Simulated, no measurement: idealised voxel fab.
You're looking at the process module voxel transistor to metal.
Square cells of 5 nm make up the cross-section cut, whose width is 300 nm.
Cross-section, as written here: a square-cell grid given band by band from the top down, where a band holds one or more rows of cells.
Per band: top height and bottom height in nm, followed by the left-to-right materials and their widths in nm; "full width" marks a single material spanning edge to edge, "air" marks empty space.
Heights from 0 (as-received wafer is one material below). Bottom band endless downward, as "0..down".
The two numbers in a width such as "30 to 40" mark its ends across the band: the first belongs to the top row of cells, the second to the bottom row, and from each row to the next the width moves by the same amount.
What does "identical to before" mean for a step? It means no cell of the cross-section changed in that step.
Empty spaces counting at least 8 cells and having no open way to the top are listed in "Cavities, sealed". The notation width x height at distance is used for each, the distance being from the left edge and all three values in nm.
Where a step's line continues beyond its settings, the continuation is a remark by the simulator itself on that step.
overlay nm: step with mask; distance mask lay right of planned place; negative value = left of planned place.
-- Here's what the planned process steps look like
step 1: RECEIVE (material Si)
step 2: CONFORMAL_DEP (material SiO2; thk nm 5)
step 3: CONFORMAL_DEP (material SiN; thk nm 15)
step 4: MASKED_ETCH (tone cover; mask id ACTIVE; width nm 115; pitch nm 140; etch materials SiN; depth nm 15; overlay nm 0)
step 5: MASKED_ETCH (tone cover; mask id ACTIVE; width nm 115; pitch nm 140; etch materials SiO2; depth nm 5; overlay nm 0)
step 6: MASKED_ETCH (tone cover; mask id ACTIVE; width nm 115; pitch nm 140; etch materials Si; depth nm 25; overlay nm 0)
step 7: FILL_DEP (material SiO2; thk nm 5)
step 8: CMP (height nm 20)
step 9: SELECTIVE_ETCH (etch materials SiO2; depth nm 15)
step 10: STRIP (etch materials SiN)
step 11: SELECTIVE_ETCH (etch materials SiO2; depth nm 5)
step 12: OXIDIZE (depth nm 5)
step 13: DIRECTIONAL_DEP (material polySi; thk nm 25)
step 14: DIRECTIONAL_DEP (material SiCN; thk nm 15)
step 15: DIRECTIONAL_DEP (material aC; thk nm 15)
step 16: PATTERN (tone cover; mask id GATE; material resist; width nm 35; pitch nm 140; thk nm 30; overlay nm 0)
step 17: DIRECTIONAL_ETCH (etch materials aC; depth nm 15)
step 18: STRIP (etch materials resist)
step 19: DIRECTIONAL_ETCH (etch materials SiCN; depth nm 25)
step 20: DIRECTIONAL_ETCH (etch materials polySi; depth nm 35)
step 21: STRIP (etch materials aC)
step 22: CONFORMAL_DEP (material SiO2; thk nm 5)
step 23: DIRECTIONAL_ETCH (etch materials SiO2; depth nm 5)
step 24: CONFORMAL_DEP (material SiN; thk nm 10)
step 25: DIRECTIONAL_ETCH (etch materials SiN; depth nm 10)
step 26: DIRECTIONAL_ETCH (etch materials SiO2; depth nm 5)
step 27: EPI (material nSi; thk nm 5)
step 28: FILL_DEP (material SiO2; thk nm 10)
step 29: CMP (height nm 25)
step 30: STRIP (etch materials polySi)
step 31: SELECTIVE_ETCH (etch materials SiO2; depth nm 5)
step 32: CONFORMAL_DEP (material HfO2; thk nm 5)
step 33: CONFORMAL_DEP (material TiN; thk nm 5)
step 34: FILL_DEP (material W; thk nm 5)
step 35: CMP (height nm 20)
step 36: DIRECTIONAL_DEP (material SiO2; thk nm 15)
step 37: DIRECTIONAL_DEP (material aC; thk nm 10)
step 38: PATTERN (tone open; mask id CONTACT; material resist; width nm 15; thk nm 25; overlay nm 0)
step 39: DIRECTIONAL_ETCH (etch materials aC; depth nm 10)
step 40: STRIP (etch materials resist)
step 41: DIRECTIONAL_ETCH (etch materials SiO2; depth nm 35)
step 42: STRIP (etch materials aC)
step 43: CONFORMAL_DEP (material TiN; thk nm 5)
step 44: FILL_DEP (material W; thk nm 5)
step 45: CMP (height nm 35)
step 46: DIRECTIONAL_DEP (material TiN; thk nm 5)
step 47: DIRECTIONAL_DEP (material W; thk nm 25)
step 48: DIRECTIONAL_DEP (material aC; thk nm 15)
step 49: PATTERN (tone cover; mask id METAL_1; material resist; width nm 15; thk nm 35; overlay nm 0)
step 50: DIRECTIONAL_ETCH (etch materials aC; depth nm 15)
step 51: STRIP (etch materials resist)
step 52: DIRECTIONAL_ETCH (etch materials W; depth nm 25)
step 53: DIRECTIONAL_ETCH (etch materials TiN; depth nm 5)
step 54: STRIP (etch materials aC)
step 55: FILL_DEP (material SiO2; thk nm 10)
step 56: CMP (height nm 65)
step 57: CONFORMAL_DEP (material SiN; thk nm 5)
-- This is the cross-section of the wafer as we received it, i.e. after step 1
  0..down: Si full width
  Cavities, sealed: none
-- Starting wafer: above. Plan: above. Run: one mistake. Cross-section after the module: below
  70..65: SiN full width
  65..40: SiO2: 30 / W: 15 / SiO2: 65 / W: 15 / SiO2: 45 / W: 15 / SiO2: 65 / W: 15 / SiO2: 35
  40..35: SiO2: 30 / TiN: 15 / SiO2: 65 / TiN: 15 / SiO2: 45 / TiN: 15 / SiO2: 65 / TiN: 15 / SiO2: 35
  35..30: W: 35 / TiN: 30 / W: 25 / TiN: 30 / W: 55 / TiN: 30 / W: 25 / TiN: 30 / W: 40
  30..25: TiN: 40 / HfO2: 20 / TiN: 5 / W: 25 / TiN: 5 / HfO2: 20 / TiN: 65 / HfO2: 20 / TiN: 5 / W: 25 / TiN: 5 / HfO2: 20 / TiN: 45
  25..20: HfO2: 45 / SiN: 10 / HfO2: 5 / TiN: 5 / W: 25 / TiN: 5 / HfO2: 5 / SiN: 10 / HfO2: 75 / SiN: 10 / HfO2: 5 / TiN: 5 / W: 25 / TiN: 5 / HfO2: 5 / SiN: 10 / HfO2: 50
  20..5: SiO2: 45 / SiN: 10 / HfO2: 5 / TiN: 5 / W: 25 / TiN: 5 / HfO2: 5 / SiN: 10 / SiO2: 75 / SiN: 10 / HfO2: 5 / TiN: 5 / W: 25 / TiN: 5 / HfO2: 5 / SiN: 10 / SiO2: 50
  5..0: SiO2: 45 / SiN: 10 / HfO2: 5 / TiN: 35 / HfO2: 5 / SiN: 10 / SiO2: 75 / SiN: 10 / HfO2: 5 / TiN: 35 / HfO2: 5 / SiN: 10 / SiO2: 50
  0..-5: SiO2: 15 / nSi: 30 / SiO2: 10 / HfO2: 45 / SiO2: 10 / nSi: 30 / SiO2: 15 / nSi: 30 / SiO2: 10 / HfO2: 45 / SiO2: 10 / nSi: 30 / SiO2: 20
  -5..-25: SiO2: 20 / Si: 115 / SiO2: 25 / Si: 115 / SiO2: 25
  -25..down: Si full width
  Cavities, sealed: none
Which mistake was made when the wafer was run? no execution of plan step 35; skipped
